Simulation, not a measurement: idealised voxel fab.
process module | voxel released beams
cross-section cut | 215 nm wide | cells 5 nm
A cross-section is a grid of square cells, given in bands from the top down. A band is one or more rows of cells.
Each band's line starts with the height of the band's top and of its bottom, in nm. Then come its materials from left to right, each with its width in nm. One material with "throughout" fills the band from edge to edge. "air" is empty space.
Height 0 is the level under which the wafer as received is all one material. The lowest band goes on downwards, as in "0 down".
A width such as "30 to 40" changes by the same amount from each row of cells to the next, from the band's top row to its bottom row.
"no change" after a step means that no cell of the cross-section changed.
closed voids: empty space of 8 cells or more with no open way to the top, each as width x height at its distance from the left edge, in nm
after a step's settings: what the simulator itself notes on the step
overlay nm, on a step with a mask: how far to the right of its planned place the mask lay; to the left if negative
plan
1 op RECEIVE | material Si
2 op CONFORMAL_DEP | material SiN | thk nm 10
3 op DIRECTIONAL_DEP | material SiO2 | thk nm 10
4 op DIRECTIONAL_DEP | material aC | thk nm 10
5 op PATTERN | tone open | mask id ANCHOR | material resist | width nm 35 | thk nm 25 | overlay nm 0
6 op DIRECTIONAL_ETCH | etch materials aC | depth nm 10
7 op STRIP | etch materials resist
8 op DIRECTIONAL_ETCH | etch materials SiO2 | depth nm 10
9 op STRIP | etch materials aC
10 op CONFORMAL_DEP | material polySi | thk nm 15
11 op DIRECTIONAL_DEP | material aC | thk nm 10
12 op PATTERN | tone cover | mask id BEAM | material resist | width nm 105 | thk nm 30 | overlay nm 0
13 op DIRECTIONAL_ETCH | etch materials aC | depth nm 10
14 op STRIP | etch materials resist
15 op DIRECTIONAL_ETCH | etch materials polySi | depth nm 15
16 op STRIP | etch materials aC
17 op STRIP | etch materials SiO2
first wafer, as planned
as received, after step 1
  0 down: Si throughout
  closed voids: none
after step 2
  10 to 0: SiN throughout
  below 0: unchanged
after step 3
  20 to 10: SiO2 throughout
  below 10: unchanged
after step 4
  30 to 20: aC throughout
  below 20: unchanged
after step 5
  55 to 30: resist 55 | air 35 | resist 125
  below 30: unchanged
after step 6
  45 to 30: resist 55 | air 35 | resist 125
  30 to 20: aC 55 | air 35 | aC 125
  below 20: unchanged
after step 7
  30 to 20: aC 55 | air 35 | aC 125
  below 20: unchanged
after step 8
  30 to 20: aC 55 | air 35 | aC 125
  20 to 10: SiO2 55 | air 35 | SiO2 125
  below 10: unchanged
after step 9
  20 to 10: SiO2 55 | air 35 | SiO2 125
  below 10: unchanged
after step 10
  35 to 25: polySi 70 | air 5 | polySi 140
  25 to 20: polySi throughout
  20 to 10: SiO2 55 | polySi 35 | SiO2 125
  below 10: unchanged
after step 11
  45 to 35: aC 70 | air 5 | aC 140
  35 to 25: polySi 70 | aC 5 | polySi 140
  below 25: unchanged
after step 12
  75 to 45: air 50 | resist 105 | air 60
  45 to 35: aC 70 | resist 5 | aC 140
  below 35: unchanged
after step 13
  65 to 45: air 50 | resist 105 | air 60
  45 to 35: air 50 | aC 20 | resist 5 | aC 80 | air 60
  below 35: unchanged
after step 14
  45 to 35: air 50 | aC 20 | air 5 | aC 80 | air 60
  below 35: unchanged
after step 15
  45 to 35: air 50 | aC 20 | air 5 | aC 80 | air 60
  35 to 25: air 50 | polySi 20 | aC 5 | polySi 80 | air 60
  25 to 20: air 50 | polySi 105 | air 60
  below 20: unchanged
after step 16
  35 to 25: air 50 | polySi 20 | air 5 | polySi 80 | air 60
  below 25: unchanged
after step 17
  35 to 25: air 50 | polySi 20 | air 5 | polySi 80 | air 60
  25 to 20: air 50 | polySi 105 | air 60
  20 to 10: air 55 | polySi 35 | air 125
  below 10: unchanged
second wafer: like start, like plan, one mistake. Through step 16 it matches the first wafer
when step 17 should have ended
  20 to 10: SiO2 55 | air 35 | SiO2 125
  below 10: unchanged
what went wrong: step 17 ran as: op STRIP | etch materials polySi
at the end the second wafer has, in cells: 72 more of SiO2 | 75 fewer of polySi
